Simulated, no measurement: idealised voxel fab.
process module | voxel quadruple lines
cross-section cut | 170 nm wide | cells 5 nm
A cross-section is a grid of square cells, given in bands from the top down. A band is one or more rows of cells.
Each band's line starts with the height of the band's top and of its bottom, in nm. Then come its materials from left to right, each with its width in nm. One material with "throughout" fills the band from edge to edge. "air" is empty space.
Height 0 is the level under which the wafer as received is all one material. The lowest band goes on downwards, as in "0 down".
A width such as "30 to 40" changes by the same amount from each row of cells to the next, from the band's top row to its bottom row.
"no change" after a step means that no cell of the cross-section changed.
closed voids: empty space of 8 cells or more with no open way to the top, each as width x height at its distance from the left edge, in nm
after a step's settings: what the simulator itself notes on the step
overlay nm, on a step with a mask: how far to the right of its planned place the mask lay; to the left if negative
plan
1 op RECEIVE | material Si
2 op CONFORMAL_DEP | material Al2O3 | thk nm 5
3 op DIRECTIONAL_DEP | material W | thk nm 10
4 op DIRECTIONAL_DEP | material polySi | thk nm 15
5 op DIRECTIONAL_DEP | material aC | thk nm 25
6 op PATTERN | tone cover | mask id MANDREL | material resist | width nm 30 | thk nm 35 | overlay nm 0
7 op DIRECTIONAL_ETCH | etch materials aC | depth nm 25
8 op STRIP | etch materials resist
9 op CONFORMAL_DEP | material SiO2 | thk nm 10
10 op DIRECTIONAL_ETCH | etch materials SiO2 | depth nm 10
11 op STRIP | etch materials aC
12 op DIRECTIONAL_ETCH | etch materials polySi | depth nm 15
13 op STRIP | etch materials SiO2
14 op CONFORMAL_DEP | material SiCN | thk nm 10
15 op DIRECTIONAL_ETCH | etch materials SiCN | depth nm 10
16 op STRIP | etch materials polySi
17 op DIRECTIONAL_ETCH | etch materials W | depth nm 10
18 op STRIP | etch materials SiCN
19 op FILL_DEP | material lowk | thk nm 10
20 op CMP | height nm 15
as received, after step 1
  0 down: Si throughout
  closed voids: none
first wafer at the end, as planned
  15 to 5: lowk 50 | W 10 | lowk 10 | W 10 | lowk 10 | W 10 | lowk 10 | W 10 | lowk 50
  5 to 0: Al2O3 throughout
  0 down: Si throughout
  closed voids: none
second wafer at the end: like start, like plan, one mistake
  15 to 5: lowk 40 | W 10 | lowk 10 | W 10 | lowk 10 | W 10 | lowk 10 | W 10 | lowk 60
  5 to 0: Al2O3 throughout
  0 down: Si throughout
  closed voids: none
what went wrong: step 6 ran as: op PATTERN | tone cover | mask id MANDREL | material resist | width nm 30 | thk nm 35 | overlay nm -10
at the end the second wafer has, in cells: as many of each material as the first, in other places
